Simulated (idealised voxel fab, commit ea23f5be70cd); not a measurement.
Process module, titled voxel transistor to metal
Square cells of 5 nm make up the cross-section cut, whose width is 190 nm.
Think of the cross-section as a grid of square cells. We describe it in bands, top to bottom, and each band covers one or more rows of those cells. Each band's line starts with the height of the band's top and of its bottom, in nm. Then come its materials from left to right, each with its width in nm. One material with "everywhere" fills the band from edge to edge. "air" is empty space. Heights are reckoned from 0. Under this level, the received wafer is all of one material. The bottommost band is open-ended downward, for example "0 nm and below". The expression "30 to 40" gives the width at the extremes of the band, the first number at its top row of cells and the second at its bottom row, with the width changing by equal amounts from each row to the next in between. "remains unaltered" means the step left every cell of the cross-section as it was. In the "Trapped voids" entry, you get each enclosed empty space of 8 cells or more, one with no open way to the top, written width x height at distance, distance from the left edge, in nm. Note: text after step settings on the step line = simulator remark on that step. "overlay nm", when on a step's line for a step with a mask, measures how far to the right of its planned place the mask lay; a negative measure means to the left.
The following list gives the planned process steps
1) RECEIVE (material Si)
2) OXIDIZE (depth nm 5)
3) CONFORMAL_DEP (material SiN; thk nm 15)
4) MASKED_ETCH (tone cover; mask id ACTIVE; width nm 135; etch materials SiN; depth nm 15; overlay nm 0)
5) MASKED_ETCH (tone cover; mask id ACTIVE; width nm 135; etch materials SiO2; depth nm 5; overlay nm 0)
6) MASKED_ETCH (tone cover; mask id ACTIVE; width nm 135; etch materials Si; depth nm 20; overlay nm 0)
7) FILL_DEP (material SiO2; thk nm 10)
8) CMP (height nm 15)
9) SELECTIVE_ETCH (etch materials SiO2; depth nm 5)
10) STRIP (etch materials SiN)
11) SELECTIVE_ETCH (etch materials SiO2; depth nm 5)
12) OXIDIZE (depth nm 5)
13) DIRECTIONAL_DEP (material polySi; thk nm 30)
14) DIRECTIONAL_DEP (material SiCN; thk nm 10)
15) DIRECTIONAL_DEP (material aC; thk nm 15)
16) PATTERN (tone cover; mask id GATE; material resist; width nm 35; thk nm 30; overlay nm 0)
17) DIRECTIONAL_ETCH (etch materials aC; depth nm 15)
18) STRIP (etch materials resist)
19) DIRECTIONAL_ETCH (etch materials SiCN; depth nm 20)
20) DIRECTIONAL_ETCH (etch materials polySi; depth nm 40)
21) STRIP (etch materials aC)
22) CONFORMAL_DEP (material SiN; thk nm 5)
23) DIRECTIONAL_ETCH (etch materials SiN; depth nm 5)
24) DIRECTIONAL_ETCH (etch materials SiO2; depth nm 5)
25) DIRECTIONAL_ETCH (etch materials Si; depth nm 5)
26) EPI (material nSi; thk nm 5)
27) FILL_DEP (material SiO2; thk nm 10)
28) CMP (height nm 25)
29) STRIP (etch materials polySi)
30) SELECTIVE_ETCH (etch materials SiO2; depth nm 5)
31) CONFORMAL_DEP (material HfO2; thk nm 5)
32) CONFORMAL_DEP (material TiN; thk nm 5)
33) FILL_DEP (material W; thk nm 10)
34) CMP (height nm 20)
35) DIRECTIONAL_DEP (material SiO2; thk nm 15)
36) MASKED_ETCH (tone open; mask id CONTACT; width nm 20; pitch nm 95; etch materials SiO2; depth nm 45; overlay nm 0)
37) CONFORMAL_DEP (material TiN; thk nm 5)
38) FILL_DEP (material W; thk nm 5)
39) CMP (height nm 35)
40) DIRECTIONAL_DEP (material TiN; thk nm 5)
41) DIRECTIONAL_DEP (material W; thk nm 20)
42) MASKED_ETCH (tone cover; mask id METAL_1; width nm 20; pitch nm 95; etch materials W; depth nm 20; overlay nm 0)
43) MASKED_ETCH (tone cover; mask id METAL_1; width nm 20; pitch nm 95; etch materials TiN; depth nm 5; overlay nm 0)
44) FILL_DEP (material lowk; thk nm 10)
45) CMP (height nm 60)
46) CONFORMAL_DEP (material SiCN; thk nm 5)
Received-state cross-section, reflecting completion of step 1
- 0 nm and below: Si everywhere
- Trapped voids: none
Cross-section at module end, one run error; start and plan unchanged from above
- 65 nm to 60 nm: SiCN everywhere
- 60 nm to 40 nm: lowk 35  W 20  lowk 75  W 20  lowk 40
- 40 nm to 35 nm: lowk 35  TiN 20  lowk 75  TiN 20  lowk 40
- 35 nm to 20 nm: SiO2 35  TiN 5  W 10  TiN 5  SiO2 75  TiN 5  W 10  TiN 5  SiO2 40
- 20 nm to 5 nm: SiO2 35  TiN 5  W 10  TiN 5  SiO2 15  SiN 5  HfO2 5  TiN 5  W 15  TiN 5  HfO2 5  SiN 5  SiO2 15  TiN 5  W 10  TiN 5  SiO2 40
- 5 nm to 0 nm: SiO2 20  SiN 5  SiO2 10  TiN 5  W 10  TiN 5  SiO2 15  SiN 5  HfO2 5  TiN 5  W 15  TiN 5  HfO2 5  SiN 5  SiO2 15  TiN 5  W 10  TiN 5  SiO2 10  SiN 5  SiO2 25
- 0 nm to -5 nm: SiO2 20  SiN 5  SiO2 10  TiN 5  W 10  TiN 5  SiO2 15  SiN 5  HfO2 5  TiN 25  HfO2 5  SiN 5  SiO2 15  TiN 5  W 10  TiN 5  SiO2 10  SiN 5  SiO2 25
- -5 nm to -10 nm: SiO2 35  TiN 20  SiO2 10  nSi 5  HfO2 45  nSi 5  SiO2 10  TiN 20  SiO2 40
- -10 nm to -15 nm: SiO2 25  nSi 45  Si 45  nSi 45  SiO2 30
- -15 nm to -45 nm: SiO2 25  Si 135  SiO2 30
- -45 nm and below: Si everywhere
- Trapped voids: none
Nonconformance to the process plan: step 6 of the plan was twice carried out
